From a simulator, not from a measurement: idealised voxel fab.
process module | voxel capacitor over wiring
cross-section cut | 290 nm wide | cells 5 nm
A cross-section is a grid of square cells, given in bands from the top down. A band is one or more rows of cells.
Each band's line starts with the height of the band's top and of its bottom, in nm. Then come its materials from left to right, each with its width in nm. One material with "throughout" fills the band from edge to edge. "air" is empty space.
Height 0 is the level under which the wafer as received is all one material. The lowest band goes on downwards, as in "0 down".
A width such as "30 to 40" changes by the same amount from each row of cells to the next, from the band's top row to its bottom row.
"no change" after a step means that no cell of the cross-section changed.
closed voids: empty space of 8 cells or more with no open way to the top, each as width x height at its distance from the left edge, in nm
after a step's settings: what the simulator itself notes on the step
overlay nm, on a step with a mask: how far to the right of its planned place the mask lay; to the left if negative
plan
1 op RECEIVE | material Si
2 op CONFORMAL_DEP | material SiO2 | thk nm 10
3 op CONFORMAL_DEP | material SiCN | thk nm 5
4 op DIRECTIONAL_DEP | material SiO2 | thk nm 20
5 op MASKED_ETCH | tone open | mask id METAL_1 | width nm 20 | pitch nm 80 | etch materials SiO2 | depth nm 20 | overlay nm 0
6 op MASKED_ETCH | tone open | mask id METAL_1 | width nm 20 | pitch nm 80 | etch materials SiCN | depth nm 5 | overlay nm 0
7 op CONFORMAL_DEP | material TiN | thk nm 5
8 op FILL_DEP | material Cu | thk nm 5
9 op CMP | height nm 35
10 op EPI | material Ru | thk nm 5
11 op FILL_DEP | material SiCN | thk nm 5
12 op DIRECTIONAL_DEP | material lowk | thk nm 10
13 op MASKED_ETCH | tone open | mask id PLUG_1 | width nm 15 | etch materials lowk | depth nm 10 | overlay nm 0
14 op MASKED_ETCH | tone open | mask id PLUG_1 | width nm 15 | etch materials SiCN | depth nm 5 | overlay nm 0
15 op CONFORMAL_DEP | material TiN | thk nm 5
16 op FILL_DEP | material Ru | thk nm 5
17 op CMP | height nm 55
18 op DIRECTIONAL_DEP | material TiN | thk nm 5
19 op DIRECTIONAL_DEP | material Al2O3 | thk nm 5
20 op DIRECTIONAL_DEP | material TiN | thk nm 5
21 op MASKED_ETCH | tone cover | mask id UPPER_PLATE | width nm 65 | etch materials TiN | depth nm 5 | overlay nm 0
22 op MASKED_ETCH | tone cover | mask id UPPER_PLATE | width nm 65 | etch materials Al2O3 | depth nm 5 | overlay nm 0
23 op MASKED_ETCH | tone cover | mask id LOWER_PLATE | width nm 75 | etch materials TiN | depth nm 5 | overlay nm 0
24 op FILL_DEP | material SiO2 | thk nm 15
25 op CMP | height nm 80
26 op MASKED_ETCH | tone open | mask id PLUG_2 | width nm 15 | etch materials SiO2 | depth nm 10 | overlay nm 0
27 op CONFORMAL_DEP | material TiN | thk nm 5
28 op FILL_DEP | material Cu | thk nm 5
29 op CMP | height nm 80
30 op CONFORMAL_DEP | material SiN | thk nm 5
first wafer, as planned
as received, after step 1
  0 down: Si throughout
  closed voids: none
after step 2
  10 to 0: SiO2 throughout
  below 0: unchanged
after step 3
  15 to 10: SiCN throughout
  below 10: unchanged
after step 4
  35 to 15: SiO2 throughout
  below 15: unchanged
after step 5
  35 to 15: SiO2 95 | air 20 | SiO2 60 | air 20 | SiO2 95
  below 15: unchanged
after step 6
  35 to 15: SiO2 95 | air 20 | SiO2 60 | air 20 | SiO2 95
  15 to 10: SiCN 95 | air 20 | SiCN 60 | air 20 | SiCN 95
  below 10: unchanged
after step 7
  40 to 35: TiN 100 | air 10 | TiN 70 | air 10 | TiN 100
  35 to 15: SiO2 95 | TiN 5 | air 10 | TiN 5 | SiO2 60 | TiN 5 | air 10 | TiN 5 | SiO2 95
  15 to 10: SiCN 95 | TiN 20 | SiCN 60 | TiN 20 | SiCN 95
  below 10: unchanged
after step 8
  45 to 40: Cu throughout
  40 to 35: TiN 100 | Cu 10 | TiN 70 | Cu 10 | TiN 100
  35 to 15: SiO2 95 | TiN 5 | Cu 10 | TiN 5 | SiO2 60 | TiN 5 | Cu 10 | TiN 5 | SiO2 95
  below 15: unchanged
after step 9
  35 to 15: SiO2 95 | TiN 5 | Cu 10 | TiN 5 | SiO2 60 | TiN 5 | Cu 10 | TiN 5 | SiO2 95
  below 15: unchanged
after step 10
  40 to 35: air 90 | Ru 30 | air 50 | Ru 30 | air 90
  below 35: unchanged
after step 11
  45 to 40: SiCN throughout
  40 to 35: SiCN 90 | Ru 30 | SiCN 50 | Ru 30 | SiCN 90
  below 35: unchanged
after step 12
  55 to 45: lowk throughout
  below 45: unchanged
after step 13
  55 to 45: lowk 100 | air 15 | lowk 175
  below 45: unchanged
after step 14
  55 to 45: lowk 100 | air 15 | lowk 175
  45 to 40: SiCN 100 | air 15 | SiCN 175
  below 40: unchanged
after step 15
  60 to 55: TiN 105 | air 5 | TiN 180
  55 to 45: lowk 100 | TiN 5 | air 5 | TiN 5 | lowk 175
  45 to 40: SiCN 100 | TiN 15 | SiCN 175
  below 40: unchanged
after step 16
  65 to 60: Ru throughout
  60 to 55: TiN 105 | Ru 5 | TiN 180
  55 to 45: lowk 100 | TiN 5 | Ru 5 | TiN 5 | lowk 175
  below 45: unchanged
after step 17
  55 to 45: lowk 100 | TiN 5 | Ru 5 | TiN 5 | lowk 175
  below 45: unchanged
after step 18
  60 to 55: TiN throughout
  below 55: unchanged
after step 19
  65 to 60: Al2O3 throughout
  below 60: unchanged
after step 20
  70 to 65: TiN throughout
  below 65: unchanged
after step 21
  70 to 65: air 100 | TiN 65 | air 125
  below 65: unchanged
after step 22
  70 to 65: air 100 | TiN 65 | air 125
  65 to 60: air 100 | Al2O3 65 | air 125
  below 60: unchanged
after step 23
  70 to 65: air 100 | TiN 65 | air 125
  65 to 60: air 100 | Al2O3 65 | air 125
  60 to 55: air 95 | TiN 75 | air 120
  below 55: unchanged
after step 24
  85 to 70: SiO2 throughout
  70 to 65: SiO2 100 | TiN 65 | SiO2 125
  65 to 60: SiO2 100 | Al2O3 65 | SiO2 125
  60 to 55: SiO2 95 | TiN 75 | SiO2 120
  below 55: unchanged
after step 25
  80 to 70: SiO2 throughout
  below 70: unchanged
after step 26
  80 to 70: SiO2 110 | air 15 | SiO2 165
  below 70: unchanged
after step 27
  85 to 80: TiN 115 | air 5 | TiN 170
  80 to 75: SiO2 110 | TiN 5 | air 5 | TiN 5 | SiO2 165
  75 to 65: SiO2 110 to 100 | TiN 15 to 65 | SiO2 165 to 125
  below 65: unchanged
after step 28
  90 to 85: Cu throughout
  85 to 80: TiN 115 | Cu 5 | TiN 170
  80 to 75: SiO2 110 | TiN 5 | Cu 5 | TiN 5 | SiO2 165
  below 75: unchanged
after step 29
  80 to 75: SiO2 110 | TiN 5 | Cu 5 | TiN 5 | SiO2 165
  below 75: unchanged
after step 30
  85 to 80: SiN throughout
  below 80: unchanged
second wafer: like start, like plan, one mistake. Through step 20 it matches the first wafer
when step 21 should have ended
  70 to 65: air 105 | TiN 55 | air 130
  below 65: unchanged
when step 22 should have ended
  70 to 65: air 105 | TiN 55 | air 130
  65 to 60: air 100 | Al2O3 65 | air 125
  below 60: unchanged
when step 23 should have ended
  70 to 65: air 105 | TiN 55 | air 130
  65 to 60: air 100 | Al2O3 65 | air 125
  60 to 55: air 95 | TiN 75 | air 120
  below 55: unchanged
when step 24 should have ended
  85 to 70: SiO2 throughout
  70 to 65: SiO2 105 | TiN 55 | SiO2 130
  65 to 60: SiO2 100 | Al2O3 65 | SiO2 125
  60 to 55: SiO2 95 | TiN 75 | SiO2 120
  below 55: unchanged
when step 25 should have ended
  80 to 70: SiO2 throughout
  below 70: unchanged
when step 26 should have ended
  80 to 70: SiO2 110 | air 15 | SiO2 165
  below 70: unchanged
when step 27 should have ended
  85 to 80: TiN 115 | air 5 | TiN 170
  80 to 75: SiO2 110 | TiN 5 | air 5 | TiN 5 | SiO2 165
  75 to 65: SiO2 110 to 105 | TiN 15 to 55 | SiO2 165 to 130
  below 65: unchanged
when step 28 should have ended
  90 to 85: Cu throughout
  85 to 80: TiN 115 | Cu 5 | TiN 170
  80 to 75: SiO2 110 | TiN 5 | Cu 5 | TiN 5 | SiO2 165
  below 75: unchanged
when step 29 should have ended
  80 to 75: SiO2 110 | TiN 5 | Cu 5 | TiN 5 | SiO2 165
  below 75: unchanged
when step 30 should have ended
  85 to 80: SiN throughout
  below 80: unchanged
what went wrong: step 21 ran as: op MASKED_ETCH | tone cover | mask id UPPER_PLATE | width nm 55 | etch materials TiN | depth nm 5 | overlay nm 0
at the end the second wafer has, in cells: 2 more of SiO2 | 2 fewer of TiN
